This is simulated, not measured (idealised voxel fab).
process module | voxel ribs on slabs
cross-section cut | 285 nm wide | cells 5 nm
A cross-section is a grid of square cells, given in bands from the top down. A band is one or more rows of cells.
Each band's line starts with the height of the band's top and of its bottom, in nm. Then come its materials from left to right, each with its width in nm. One material with "throughout" fills the band from edge to edge. "air" is empty space.
Height 0 is the level under which the wafer as received is all one material. The lowest band goes on downwards, as in "0 down".
A width such as "30 to 40" changes by the same amount from each row of cells to the next, from the band's top row to its bottom row.
"no change" after a step means that no cell of the cross-section changed.
closed voids: empty space of 8 cells or more with no open way to the top, each as width x height at its distance from the left edge, in nm
after a step's settings: what the simulator itself notes on the step
overlay nm, on a step with a mask: how far to the right of its planned place the mask lay; to the left if negative
plan
1 op RECEIVE | material Si
2 op DIRECTIONAL_DEP | material SiO2 | thk nm 30
3 op DIRECTIONAL_DEP | material SiN | thk nm 25
4 op DIRECTIONAL_DEP | material aC | thk nm 10
5 op PATTERN | tone cover | mask id RIB | material resist | width nm 30 | thk nm 25 | overlay nm 0
6 op DIRECTIONAL_ETCH | etch materials aC | depth nm 10
7 op STRIP | etch materials resist
8 op DIRECTIONAL_ETCH | etch materials SiN | depth nm 5
9 op STRIP | etch materials aC
10 op MASKED_ETCH | tone cover | mask id SLAB | width nm 60 | etch materials SiN | depth nm 20 | overlay nm 0
11 op FILL_DEP | material SiO2 | thk nm 25
12 op CMP | height nm 70
13 op DIRECTIONAL_DEP | material TiN | thk nm 10
14 op PATTERN | tone cover | mask id HEATER | material resist | width nm 40 | thk nm 20 | overlay nm 0
15 op DIRECTIONAL_ETCH | etch materials TiN | depth nm 10
16 op STRIP | etch materials resist
17 op CONFORMAL_DEP | material SiN | thk nm 5
first wafer, as planned
as received, after step 1
  0 down: Si throughout
  closed voids: none
after step 2
  30 to 0: SiO2 throughout
  below 0: unchanged
after step 3
  55 to 30: SiN throughout
  below 30: unchanged
after step 4
  65 to 55: aC throughout
  below 55: unchanged
after step 5
  90 to 65: air 125 | resist 30 | air 130
  below 65: unchanged
after step 6
  80 to 65: air 125 | resist 30 | air 130
  65 to 55: air 125 | aC 30 | air 130
  below 55: unchanged
after step 7
  65 to 55: air 125 | aC 30 | air 130
  below 55: unchanged
after step 8
  65 to 55: air 125 | aC 30 | air 130
  55 to 50: air 125 | SiN 30 | air 130
  below 50: unchanged
after step 9
  55 to 50: air 125 | SiN 30 | air 130
  below 50: unchanged
after step 10
  55 to 50: air 125 | SiN 30 | air 130
  50 to 30: air 110 | SiN 60 | air 115
  below 30: unchanged
after step 11
  80 to 55: SiO2 throughout
  55 to 50: SiO2 125 | SiN 30 | SiO2 130
  50 to 30: SiO2 110 | SiN 60 | SiO2 115
  below 30: unchanged
after step 12
  70 to 55: SiO2 throughout
  below 55: unchanged
after step 13
  80 to 70: TiN throughout
  below 70: unchanged
after step 14
  100 to 80: air 120 | resist 40 | air 125
  below 80: unchanged
after step 15
  100 to 80: air 120 | resist 40 | air 125
  80 to 70: air 120 | TiN 40 | air 125
  below 70: unchanged
after step 16
  80 to 70: air 120 | TiN 40 | air 125
  below 70: unchanged
after step 17
  85 to 80: air 115 | SiN 50 | air 120
  80 to 75: air 115 | SiN 5 | TiN 40 | SiN 5 | air 120
  75 to 70: SiN 120 | TiN 40 | SiN 125
  below 70: unchanged
second wafer: like start, like plan, one mistake. Through step 9 it matches the first wafer
when step 10 should have ended
  55 to 50: air 125 | SiN 30 | air 130
  50 to 30: air 120 | SiN 60 | air 105
  below 30: unchanged
when step 11 should have ended
  80 to 55: SiO2 throughout
  55 to 50: SiO2 125 | SiN 30 | SiO2 130
  50 to 30: SiO2 120 | SiN 60 | SiO2 105
  below 30: unchanged
when step 12 should have ended
  70 to 55: SiO2 throughout
  below 55: unchanged
when step 13 should have ended
  80 to 70: TiN throughout
  below 70: unchanged
when step 14 should have ended
  100 to 80: air 120 | resist 40 | air 125
  below 80: unchanged
when step 15 should have ended
  100 to 80: air 120 | resist 40 | air 125
  80 to 70: air 120 | TiN 40 | air 125
  below 70: unchanged
when step 16 should have ended
  80 to 70: air 120 | TiN 40 | air 125
  below 70: unchanged
when step 17 should have ended
  85 to 80: air 115 | SiN 50 | air 120
  80 to 75: air 115 | SiN 5 | TiN 40 | SiN 5 | air 120
  75 to 70: SiN 120 | TiN 40 | SiN 125
  below 70: unchanged
what went wrong: step 10 ran as: op MASKED_ETCH | tone cover | mask id SLAB | width nm 60 | etch materials SiN | depth nm 20 | overlay nm 10
at the end the second wafer has, in cells: as many of each material as the first, in other places
